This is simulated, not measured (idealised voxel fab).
Process module name: voxel gate over fins
Cross-sectional view cut (width: 280 nm; square cell size: 5 nm).
Format of a cross-section: grid, square cells. Given as bands. Order: top down. Band: one or more rows of cells.
In this notation a band is specified by the heights of its top and bottom, in that order and in nm, after which its materials appear from left to right, each paired with its width in nm. The word "edge to edge" attached to a single material means that material fills the band from edge to edge; the word "air" stands for empty space.
Heights from 0 (as-received wafer is one material below). Bottom band endless downward, as "0 down".
So if you see something like "30..40" for the width, read it as the top row of the band sitting at the first number and the bottom row at the second, with every row in between moving by the same amount as the last.
Key: "stayed the same" - step with no changed cell in the cross-section.
Internal closed voids: empty space of 8 cells or more with no open way to the top, each as width x height at its distance from the left edge, in nm
Whatever follows a step's settings on its line is a remark the simulator itself makes about that step.
overlay nm: on a step with a mask, how far right of its planned place the mask lay; negative means left.

[The steps planned for the process are as follows]
1,RECEIVE, material Si
2,CONFORMAL_DEP, material SiN, thk nm 10
3,DIRECTIONAL_DEP, material aC, thk nm 10
4,PATTERN, tone cover, mask id FINS, material resist, width nm 15, pitch nm 60, thk nm 30, overlay nm 0
5,DIRECTIONAL_ETCH, etch materials aC, depth nm 10
6,STRIP, etch materials resist
7,DIRECTIONAL_ETCH, etch materials SiN, depth nm 10
8,DIRECTIONAL_ETCH, etch materials Si, depth nm 35
9,STRIP, etch materials aC
10,FILL_DEP, material SiO2, thk nm 15
11,CMP, height nm 10
12,DIRECTIONAL_DEP, material aC, thk nm 10
13,PATTERN, tone open, mask id RAIL, material resist, width nm 15, thk nm 25, overlay nm 0
14,DIRECTIONAL_ETCH, etch materials aC, depth nm 10
15,STRIP, etch materials resist
16,DIRECTIONAL_ETCH, etch materials SiO2, depth nm 40
17,STRIP, etch materials aC
18,CONFORMAL_DEP, material TiN, thk nm 5
19,FILL_DEP, material W, thk nm 5
20,CMP, height nm 10
21,SELECTIVE_ETCH, etch materials W Ru TiN, depth nm 30
22,FILL_DEP, material SiO2, thk nm 5
23,CMP, height nm 10
24,SELECTIVE_ETCH, etch materials SiO2, depth nm 25
25,STRIP, etch materials SiN
26,CONFORMAL_DEP, material HfO2, thk nm 5
27,CONFORMAL_DEP, material TiN, thk nm 5
28,CONFORMAL_DEP, material TiAl, thk nm 5
29,CONFORMAL_DEP, material TiN, thk nm 5
30,FILL_DEP, material W, thk nm 10
31,CMP, height nm 25
32,CONFORMAL_DEP, material SiCN, thk nm 10

[First wafer of two (run as planned)]

[As received (post step 1): cross-section]
  0 down: Si edge to edge
  Internal closed voids: none

[So this is the wafer cross-section right after step 2]
  10 to 0: SiN edge to edge
  Rest of section, below 0: as before.

[So this is the wafer cross-section right after step 3]
  20 to 10: aC edge to edge
  Rest of section, below 10: as before.

[So this is the wafer cross-section right after step 4]
  50 to 20: air (40), then resist (15), then air (45), then resist (15), then air (45), then resist (15), then air (45), then resist (15), then air (45)
  Rest of section, below 20: as before.

[So this is the wafer cross-section right after step 5]
  40 to 20: air (40), then resist (15), then air (45), then resist (15), then air (45), then resist (15), then air (45), then resist (15), then air (45)
  20 to 10: air (40), then aC (15), then air (45), then aC (15), then air (45), then aC (15), then air (45), then aC (15), then air (45)
  Rest of section, below 10: as before.

[So this is the wafer cross-section right after step 6]
  20 to 10: air (40), then aC (15), then air (45), then aC (15), then air (45), then aC (15), then air (45), then aC (15), then air (45)
  Rest of section, below 10: as before.

[So this is the wafer cross-section right after step 7]
  20 to 10: air (40), then aC (15), then air (45), then aC (15), then air (45), then aC (15), then air (45), then aC (15), then air (45)
  10 to 0: air (40), then SiN (15), then air (45), then SiN (15), then air (45), then SiN (15), then air (45), then SiN (15), then air (45)
  Rest of section, below 0: as before.

[So this is the wafer cross-section right after step 8]
  20 to 10: air (40), then aC (15), then air (45), then aC (15), then air (45), then aC (15), then air (45), then aC (15), then air (45)
  10 to 0: air (40), then SiN (15), then air (45), then SiN (15), then air (45), then SiN (15), then air (45), then SiN (15), then air (45)
  0 to -35: air (40), then Si (15), then air (45), then Si (15), then air (45), then Si (15), then air (45), then Si (15), then air (45)
  Rest of section, below -35: as before.

[So this is the wafer cross-section right after step 9]
  10 to 0: air (40), then SiN (15), then air (45), then SiN (15), then air (45), then SiN (15), then air (45), then SiN (15), then air (45)
  Rest of section, below 0: as before.

[So this is the wafer cross-section right after step 10]
  25 to 10: SiO2 edge to edge
  10 to 0: SiO2 (40), then SiN (15), then SiO2 (45), then SiN (15), then SiO2 (45), then SiN (15), then SiO2 (45), then SiN (15), then SiO2 (45)
  0 to -35: SiO2 (40), then Si (15), then SiO2 (45), then Si (15), then SiO2 (45), then Si (15), then SiO2 (45), then Si (15), then SiO2 (45)
  Rest of section, below -35: as before.

[So this is the wafer cross-section right after step 11]
  10 to 0: SiO2 (40), then SiN (15), then SiO2 (45), then SiN (15), then SiO2 (45), then SiN (15), then SiO2 (45), then SiN (15), then SiO2 (45)
  Rest of section, below 0: as before.

[So this is the wafer cross-section right after step 12]
  20 to 10: aC edge to edge
  Rest of section, below 10: as before.

[So this is the wafer cross-section right after step 13]
  45 to 20: resist (70), then air (15), then resist (195)
  Rest of section, below 20: as before.

[So this is the wafer cross-section right after step 14]
  35 to 20: resist (70), then air (15), then resist (195)
  20 to 10: aC (70), then air (15), then aC (195)
  Rest of section, below 10: as before.

[So this is the wafer cross-section right after step 15]
  20 to 10: aC (70), then air (15), then aC (195)
  Rest of section, below 10: as before.

[So this is the wafer cross-section right after step 16]
  20 to 10: aC (70), then air (15), then aC (195)
  10 to 0: SiO2 (40), then SiN (15), then SiO2 (15), then air (15), then SiO2 (15), then SiN (15), then SiO2 (45), then SiN (15), then SiO2 (45), then SiN (15), then SiO2 (45)
  0 to -30: SiO2 (40), then Si (15), then SiO2 (15), then air (15), then SiO2 (15), then Si (15), then SiO2 (45), then Si (15), then SiO2 (45), then Si (15), then SiO2 (45)
  Rest of section, below -30: as before.

[So this is the wafer cross-section right after step 17]
  10 to 0: SiO2 (40), then SiN (15), then SiO2 (15), then air (15), then SiO2 (15), then SiN (15), then SiO2 (45), then SiN (15), then SiO2 (45), then SiN (15), then SiO2 (45)
  Rest of section, below 0: as before.

[So this is the wafer cross-section right after step 18]
  15 to 10: TiN (75), then air (5), then TiN (200)
  10 to 0: SiO2 (40), then SiN (15), then SiO2 (15), then TiN (5), then air (5), then TiN (5), then SiO2 (15), then SiN (15), then SiO2 (45), then SiN (15), then SiO2 (45), then SiN (15), then SiO2 (45)
  0 to -25: SiO2 (40), then Si (15), then SiO2 (15), then TiN (5), then air (5), then TiN (5), then SiO2 (15), then Si (15), then SiO2 (45), then Si (15), then SiO2 (45), then Si (15), then SiO2 (45)
  -25 to -30: SiO2 (40), then Si (15), then SiO2 (15), then TiN (15), then SiO2 (15), then Si (15), then SiO2 (45), then Si (15), then SiO2 (45), then Si (15), then SiO2 (45)
  Rest of section, below -30: as before.

[So this is the wafer cross-section right after step 19]
  20 to 15: W edge to edge
  15 to 10: TiN (75), then W (5), then TiN (200)
  10 to 0: SiO2 (40), then SiN (15), then SiO2 (15), then TiN (5), then W (5), then TiN (5), then SiO2 (15), then SiN (15), then SiO2 (45), then SiN (15), then SiO2 (45), then SiN (15), then SiO2 (45)
  0 to -25: SiO2 (40), then Si (15), then SiO2 (15), then TiN (5), then W (5), then TiN (5), then SiO2 (15), then Si (15), then SiO2 (45), then Si (15), then SiO2 (45), then Si (15), then SiO2 (45)
  Rest of section, below -25: as before.

[So this is the wafer cross-section right after step 20]
  10 to 0: SiO2 (40), then SiN (15), then SiO2 (15), then TiN (5), then W (5), then TiN (5), then SiO2 (15), then SiN (15), then SiO2 (45), then SiN (15), then SiO2 (45), then SiN (15), then SiO2 (45)
  Rest of section, below 0: as before.

[So this is the wafer cross-section right after step 21]
  10 to 0: SiO2 (40), then SiN (15), then SiO2 (15), then air (15), then SiO2 (15), then SiN (15), then SiO2 (45), then SiN (15), then SiO2 (45), then SiN (15), then SiO2 (45)
  0 to -20: SiO2 (40), then Si (15), then SiO2 (15), then air (15), then SiO2 (15), then Si (15), then SiO2 (45), then Si (15), then SiO2 (45), then Si (15), then SiO2 (45)
  Rest of section, below -20: as before.

[So this is the wafer cross-section right after step 22]
  15 to 10: SiO2 edge to edge
  10 to 0: SiO2 (40), then SiN (15), then SiO2 (45), then SiN (15), then SiO2 (45), then SiN (15), then SiO2 (45), then SiN (15), then SiO2 (45)
  0 to -20: SiO2 (40), then Si (15), then SiO2 (45), then Si (15), then SiO2 (45), then Si (15), then SiO2 (45), then Si (15), then SiO2 (45)
  Rest of section, below -20: as before.

[So this is the wafer cross-section right after step 23]
  10 to 0: SiO2 (40), then SiN (15), then SiO2 (45), then SiN (15), then SiO2 (45), then SiN (15), then SiO2 (45), then SiN (15), then SiO2 (45)
  Rest of section, below 0: as before.

[So this is the wafer cross-section right after step 24]
  10 to 0: air (40), then SiN (15), then air (45), then SiN (15), then air (45), then SiN (15), then air (45), then SiN (15), then air (45)
  0 to -15: air (40), then Si (15), then air (45), then Si (15), then air (45), then Si (15), then air (45), then Si (15), then air (45)
  Rest of section, below -15: as before.

[So this is the wafer cross-section right after step 25]
  0 to -15: air (40), then Si (15), then air (45), then Si (15), then air (45), then Si (15), then air (45), then Si (15), then air (45)
  Rest of section, below -15: as before.

[So this is the wafer cross-section right after step 26]
  5 to 0: air (35), then HfO2 (25), then air (35), then HfO2 (25), then air (35), then HfO2 (25), then air (35), then HfO2 (25), then air (40)
  0 to -10: air (35), then HfO2 (5), then Si (15), then HfO2 (5), then air (35), then HfO2 (5), then Si (15), then HfO2 (5), then air (35), then HfO2 (5), then Si (15), then HfO2 (5), then air (35), then HfO2 (5), then Si (15), then HfO2 (5), then air (40)
  -10 to -15: HfO2 (40), then Si (15), then HfO2 (45), then Si (15), then HfO2 (45), then Si (15), then HfO2 (45), then Si (15), then HfO2 (45)
  Rest of section, below -15: as before.

[So this is the wafer cross-section right after step 27]
  10 to 5: air (30), then TiN (35), then air (25), then TiN (35), then air (25), then TiN (35), then air (25), then TiN (35), then air (35)
  5 to 0: air (30), then TiN (5), then HfO2 (25), then TiN (5), then air (25), then TiN (5), then HfO2 (25), then TiN (5), then air (25), then TiN (5), then HfO2 (25), then TiN (5), then air (25), then TiN (5), then HfO2 (25), then TiN (5), then air (35)
  0 to -5: air (30), then TiN (5), then HfO2 (5), then Si (15), then HfO2 (5), then TiN (5), then air (25), then TiN (5), then HfO2 (5), then Si (15), then HfO2 (5), then TiN (5), then air (25), then TiN (5), then HfO2 (5), then Si (15), then HfO2 (5), then TiN (5), then air (25), then TiN (5), then HfO2 (5), then Si (15), then HfO2 (5), then TiN (5), then air (35)
  -5 to -10: TiN (35), then HfO2 (5), then Si (15), then HfO2 (5), then TiN (35), then HfO2 (5), then Si (15), then HfO2 (5), then TiN (35), then HfO2 (5), then Si (15), then HfO2 (5), then TiN (35), then HfO2 (5), then Si (15), then HfO2 (5), then TiN (40)
  Rest of section, below -10: as before.

[So this is the wafer cross-section right after step 28]
  15 to 10: air (25), then TiAl (45), then air (15), then TiAl (45), then air (15), then TiAl (45), then air (15), then TiAl (45), then air (30)
  10 to 5: air (25), then TiAl (5), then TiN (35), then TiAl (5), then air (15), then TiAl (5), then TiN (35), then TiAl (5), then air (15), then TiAl (5), then TiN (35), then TiAl (5), then air (15), then TiAl (5), then TiN (35), then TiAl (5), then air (30)
  5 to 0: air (25), then TiAl (5), then TiN (5), then HfO2 (25), then TiN (5), then TiAl (5), then air (15), then TiAl (5), then TiN (5), then HfO2 (25), then TiN (5), then TiAl (5), then air (15), then TiAl (5), then TiN (5), then HfO2 (25), then TiN (5), then TiAl (5), then air (15), then TiAl (5), then TiN (5), then HfO2 (25), then TiN (5), then TiAl (5), then air (30)
  0 to -5: TiAl (30), then TiN (5), then HfO2 (5), then Si (15), then HfO2 (5), then TiN (5), then TiAl (25), then TiN (5), then HfO2 (5), then Si (15), then HfO2 (5), then TiN (5), then TiAl (25), then TiN (5), then HfO2 (5), then Si (15), then HfO2 (5), then TiN (5), then TiAl (25), then TiN (5), then HfO2 (5), then Si (15), then HfO2 (5), then TiN (5), then TiAl (35)
  Rest of section, below -5: as before.

[So this is the wafer cross-section right after step 29]
  20 to 15: air (20), then TiN (55), then air (5), then TiN (55), then air (5), then TiN (55), then air (5), then TiN (55), then air (25)
  15 to 10: air (20), then TiN (5), then TiAl (45), then TiN (5), then air (5), then TiN (5), then TiAl (45), then TiN (5), then air (5), then TiN (5), then TiAl (45), then TiN (5), then air (5), then TiN (5), then TiAl (45), then TiN (5), then air (25)
  10 to 5: air (20), then TiN (5), then TiAl (5), then TiN (35), then TiAl (5), then TiN (5), then air (5), then TiN (5), then TiAl (5), then TiN (35), then TiAl (5), then TiN (5), then air (5), then TiN (5), then TiAl (5), then TiN (35), then TiAl (5), then TiN (5), then air (5), then TiN (5), then TiAl (5), then TiN (35), then TiAl (5), then TiN (5), then air (25)
  5 to 0: TiN (25), then TiAl (5), then TiN (5), then HfO2 (25), then TiN (5), then TiAl (5), then TiN (15), then TiAl (5), then TiN (5), then HfO2 (25), then TiN (5), then TiAl (5), then TiN (15), then TiAl (5), then TiN (5), then HfO2 (25), then TiN (5), then TiAl (5), then TiN (15), then TiAl (5), then TiN (5), then HfO2 (25), then TiN (5), then TiAl (5), then TiN (30)
  Rest of section, below 0: as before.

[So this is the wafer cross-section right after step 30]
  30 to 20: W edge to edge
  20 to 15: W (20), then TiN (55), then W (5), then TiN (55), then W (5), then TiN (55), then W (5), then TiN (55), then W (25)
  15 to 10: W (20), then TiN (5), then TiAl (45), then TiN (5), then W (5), then TiN (5), then TiAl (45), then TiN (5), then W (5), then TiN (5), then TiAl (45), then TiN (5), then W (5), then TiN (5), then TiAl (45), then TiN (5), then W (25)
  10 to 5: W (20), then TiN (5), then TiAl (5), then TiN (35), then TiAl (5), then TiN (5), then W (5), then TiN (5), then TiAl (5), then TiN (35), then TiAl (5), then TiN (5), then W (5), then TiN (5), then TiAl (5), then TiN (35), then TiAl (5), then TiN (5), then W (5), then TiN (5), then TiAl (5), then TiN (35), then TiAl (5), then TiN (5), then W (25)
  Rest of section, below 5: as before.

[So this is the wafer cross-section right after step 31]
  25 to 20: W edge to edge
  Rest of section, below 20: as before.

[So this is the wafer cross-section right after step 32]
  35 to 25: SiCN edge to edge
  Rest of section, below 25: as before.

[Second wafer. Start and plan as for the first. One mistake made in running. Agrees with the first up to and including step 12]

[Second wafer shown in cross-section at the time step 13 was slated to end]
  45 to 20: air (70), then resist (15), then air (195)
  Rest of section, below 20: as before.

[Second wafer shown in cross-section at the time step 14 was slated to end]
  35 to 20: air (70), then resist (15), then air (195)
  20 to 10: air (70), then aC (15), then air (195)
  Rest of section, below 10: as before.

[Second wafer shown in cross-section at the time step 15 was slated to end]
  20 to 10: air (70), then aC (15), then air (195)
  Rest of section, below 10: as before.

[Second wafer shown in cross-section at the time step 16 was slated to end]
  20 to 10: air (70), then aC (15), then air (195)
  10 to 0: air (40), then SiN (15), then air (15), then SiO2 (15), then air (15), then SiN (15), then air (45), then SiN (15), then air (45), then SiN (15), then air (45)
  0 to -30: air (40), then Si (15), then air (15), then SiO2 (15), then air (15), then Si (15), then air (45), then Si (15), then air (45), then Si (15), then air (45)
  Rest of section, below -30: as before.

[Second wafer shown in cross-section at the time step 17 was slated to end]
  10 to 0: air (40), then SiN (15), then air (15), then SiO2 (15), then air (15), then SiN (15), then air (45), then SiN (15), then air (45), then SiN (15), then air (45)
  Rest of section, below 0: as before.

[Second wafer shown in cross-section at the time step 18 was slated to end]
  15 to 10: air (35), then TiN (25), then air (5), then TiN (25), then air (5), then TiN (25), then air (35), then TiN (25), then air (35), then TiN (25), then air (40)
  10 to 0: air (35), then TiN (5), then SiN (15), then TiN (5), then air (5), then TiN (5), then SiO2 (15), then TiN (5), then air (5), then TiN (5), then SiN (15), then TiN (5), then air (35), then TiN (5), then SiN (15), then TiN (5), then air (35), then TiN (5), then SiN (15), then TiN (5), then air (40)
  0 to -25: air (35), then TiN (5), then Si (15), then TiN (5), then air (5), then TiN (5), then SiO2 (15), then TiN (5), then air (5), then TiN (5), then Si (15), then TiN (5), then air (35), then TiN (5), then Si (15), then TiN (5), then air (35), then TiN (5), then Si (15), then TiN (5), then air (40)
  -25 to -30: TiN (40), then Si (15), then TiN (15), then SiO2 (15), then TiN (15), then Si (15), then TiN (45), then Si (15), then TiN (45), then Si (15), then TiN (45)
  Rest of section, below -30: as before.

[Second wafer shown in cross-section at the time step 19 was slated to end]
  20 to 15: W edge to edge
  15 to 10: W (35), then TiN (25), then W (5), then TiN (25), then W (5), then TiN (25), then W (35), then TiN (25), then W (35), then TiN (25), then W (40)
  10 to 0: W (35), then TiN (5), then SiN (15), then TiN (5), then W (5), then TiN (5), then SiO2 (15), then TiN (5), then W (5), then TiN (5), then SiN (15), then TiN (5), then W (35), then TiN (5), then SiN (15), then TiN (5), then W (35), then TiN (5), then SiN (15), then TiN (5), then W (40)
  0 to -25: W (35), then TiN (5), then Si (15), then TiN (5), then W (5), then TiN (5), then SiO2 (15), then TiN (5), then W (5), then TiN (5), then Si (15), then TiN (5), then W (35), then TiN (5), then Si (15), then TiN (5), then W (35), then TiN (5), then Si (15), then TiN (5), then W (40)
  Rest of section, below -25: as before.

[Second wafer shown in cross-section at the time step 20 was slated to end]
  10 to 0: W (35), then TiN (5), then SiN (15), then TiN (5), then W (5), then TiN (5), then SiO2 (15), then TiN (5), then W (5), then TiN (5), then SiN (15), then TiN (5), then W (35), then TiN (5), then SiN (15), then TiN (5), then W (35), then TiN (5), then SiN (15), then TiN (5), then W (40)
  Rest of section, below 0: as before.

[Second wafer shown in cross-section at the time step 21 was slated to end]
  10 to 0: air (40), then SiN (15), then air (15), then SiO2 (15), then air (15), then SiN (15), then air (45), then SiN (15), then air (45), then SiN (15), then air (45)
  0 to -20: air (40), then Si (15), then air (15), then SiO2 (15), then air (15), then Si (15), then air (45), then Si (15), then air (45), then Si (15), then air (45)
  Rest of section, below -20: as before.

[Second wafer shown in cross-section at the time step 22 was slated to end]
  15 to 10: SiO2 edge to edge
  10 to 0: SiO2 (40), then SiN (15), then SiO2 (45), then SiN (15), then SiO2 (45), then SiN (15), then SiO2 (45), then SiN (15), then SiO2 (45)
  0 to -20: SiO2 (40), then Si (15), then SiO2 (45), then Si (15), then SiO2 (45), then Si (15), then SiO2 (45), then Si (15), then SiO2 (45)
  Rest of section, below -20: as before.

[Second wafer shown in cross-section at the time step 23 was slated to end]
  10 to 0: SiO2 (40), then SiN (15), then SiO2 (45), then SiN (15), then SiO2 (45), then SiN (15), then SiO2 (45), then SiN (15), then SiO2 (45)
  Rest of section, below 0: as before.

[Second wafer shown in cross-section at the time step 24 was slated to end]
  10 to 0: air (40), then SiN (15), then air (45), then SiN (15), then air (45), then SiN (15), then air (45), then SiN (15), then air (45)
  0 to -15: air (40), then Si (15), then air (45), then Si (15), then air (45), then Si (15), then air (45), then Si (15), then air (45)
  Rest of section, below -15: as before.

[Second wafer shown in cross-section at the time step 25 was slated to end]
  0 to -15: air (40), then Si (15), then air (45), then Si (15), then air (45), then Si (15), then air (45), then Si (15), then air (45)
  Rest of section, below -15: as before.

[Second wafer shown in cross-section at the time step 26 was slated to end]
  5 to 0: air (35), then HfO2 (25), then air (35), then HfO2 (25), then air (35), then HfO2 (25), then air (35), then HfO2 (25), then air (40)
  0 to -10: air (35), then HfO2 (5), then Si (15), then HfO2 (5), then air (35), then HfO2 (5), then Si (15), then HfO2 (5), then air (35), then HfO2 (5), then Si (15), then HfO2 (5), then air (35), then HfO2 (5), then Si (15), then HfO2 (5), then air (40)
  -10 to -15: HfO2 (40), then Si (15), then HfO2 (45), then Si (15), then HfO2 (45), then Si (15), then HfO2 (45), then Si (15), then HfO2 (45)
  Rest of section, below -15: as before.

[Second wafer shown in cross-section at the time step 27 was slated to end]
  10 to 5: air (30), then TiN (35), then air (25), then TiN (35), then air (25), then TiN (35), then air (25), then TiN (35), then air (35)
  5 to 0: air (30), then TiN (5), then HfO2 (25), then TiN (5), then air (25), then TiN (5), then HfO2 (25), then TiN (5), then air (25), then TiN (5), then HfO2 (25), then TiN (5), then air (25), then TiN (5), then HfO2 (25), then TiN (5), then air (35)
  0 to -5: air (30), then TiN (5), then HfO2 (5), then Si (15), then HfO2 (5), then TiN (5), then air (25), then TiN (5), then HfO2 (5), then Si (15), then HfO2 (5), then TiN (5), then air (25), then TiN (5), then HfO2 (5), then Si (15), then HfO2 (5), then TiN (5), then air (25), then TiN (5), then HfO2 (5), then Si (15), then HfO2 (5), then TiN (5), then air (35)
  -5 to -10: TiN (35), then HfO2 (5), then Si (15), then HfO2 (5), then TiN (35), then HfO2 (5), then Si (15), then HfO2 (5), then TiN (35), then HfO2 (5), then Si (15), then HfO2 (5), then TiN (35), then HfO2 (5), then Si (15), then HfO2 (5), then TiN (40)
  Rest of section, below -10: as before.

[Second wafer shown in cross-section at the time step 28 was slated to end]
  15 to 10: air (25), then TiAl (45), then air (15), then TiAl (45), then air (15), then TiAl (45), then air (15), then TiAl (45), then air (30)
  10 to 5: air (25), then TiAl (5), then TiN (35), then TiAl (5), then air (15), then TiAl (5), then TiN (35), then TiAl (5), then air (15), then TiAl (5), then TiN (35), then TiAl (5), then air (15), then TiAl (5), then TiN (35), then TiAl (5), then air (30)
  5 to 0: air (25), then TiAl (5), then TiN (5), then HfO2 (25), then TiN (5), then TiAl (5), then air (15), then TiAl (5), then TiN (5), then HfO2 (25), then TiN (5), then TiAl (5), then air (15), then TiAl (5), then TiN (5), then HfO2 (25), then TiN (5), then TiAl (5), then air (15), then TiAl (5), then TiN (5), then HfO2 (25), then TiN (5), then TiAl (5), then air (30)
  0 to -5: TiAl (30), then TiN (5), then HfO2 (5), then Si (15), then HfO2 (5), then TiN (5), then TiAl (25), then TiN (5), then HfO2 (5), then Si (15), then HfO2 (5), then TiN (5), then TiAl (25), then TiN (5), then HfO2 (5), then Si (15), then HfO2 (5), then TiN (5), then TiAl (25), then TiN (5), then HfO2 (5), then Si (15), then HfO2 (5), then TiN (5), then TiAl (35)
  Rest of section, below -5: as before.

[Second wafer shown in cross-section at the time step 29 was slated to end]
  20 to 15: air (20), then TiN (55), then air (5), then TiN (55), then air (5), then TiN (55), then air (5), then TiN (55), then air (25)
  15 to 10: air (20), then TiN (5), then TiAl (45), then TiN (5), then air (5), then TiN (5), then TiAl (45), then TiN (5), then air (5), then TiN (5), then TiAl (45), then TiN (5), then air (5), then TiN (5), then TiAl (45), then TiN (5), then air (25)
  10 to 5: air (20), then TiN (5), then TiAl (5), then TiN (35), then TiAl (5), then TiN (5), then air (5), then TiN (5), then TiAl (5), then TiN (35), then TiAl (5), then TiN (5), then air (5), then TiN (5), then TiAl (5), then TiN (35), then TiAl (5), then TiN (5), then air (5), then TiN (5), then TiAl (5), then TiN (35), then TiAl (5), then TiN (5), then air (25)
  5 to 0: TiN (25), then TiAl (5), then TiN (5), then HfO2 (25), then TiN (5), then TiAl (5), then TiN (15), then TiAl (5), then TiN (5), then HfO2 (25), then TiN (5), then TiAl (5), then TiN (15), then TiAl (5), then TiN (5), then HfO2 (25), then TiN (5), then TiAl (5), then TiN (15), then TiAl (5), then TiN (5), then HfO2 (25), then TiN (5), then TiAl (5), then TiN (30)
  Rest of section, below 0: as before.

[Second wafer shown in cross-section at the time step 30 was slated to end]
  30 to 20: W edge to edge
  20 to 15: W (20), then TiN (55), then W (5), then TiN (55), then W (5), then TiN (55), then W (5), then TiN (55), then W (25)
  15 to 10: W (20), then TiN (5), then TiAl (45), then TiN (5), then W (5), then TiN (5), then TiAl (45), then TiN (5), then W (5), then TiN (5), then TiAl (45), then TiN (5), then W (5), then TiN (5), then TiAl (45), then TiN (5), then W (25)
  10 to 5: W (20), then TiN (5), then TiAl (5), then TiN (35), then TiAl (5), then TiN (5), then W (5), then TiN (5), then TiAl (5), then TiN (35), then TiAl (5), then TiN (5), then W (5), then TiN (5), then TiAl (5), then TiN (35), then TiAl (5), then TiN (5), then W (5), then TiN (5), then TiAl (5), then TiN (35), then TiAl (5), then TiN (5), then W (25)
  Rest of section, below 5: as before.

[Second wafer shown in cross-section at the time step 31 was slated to end]
  25 to 20: W edge to edge
  Rest of section, below 20: as before.

[Second wafer shown in cross-section at the time step 32 was slated to end]
  35 to 25: SiCN edge to edge
  Rest of section, below 25: as before.
Plan not followed: note that step 13 departed from the planned setting and was carried out as PATTERN, tone cover, mask id RAIL, material resist, width nm 15, thk nm 25, overlay nm 0
Materials where the second wafer ends with more or fewer cells than the first: SiO2: 76 fewer; TiN: 46 more; W: 30 more
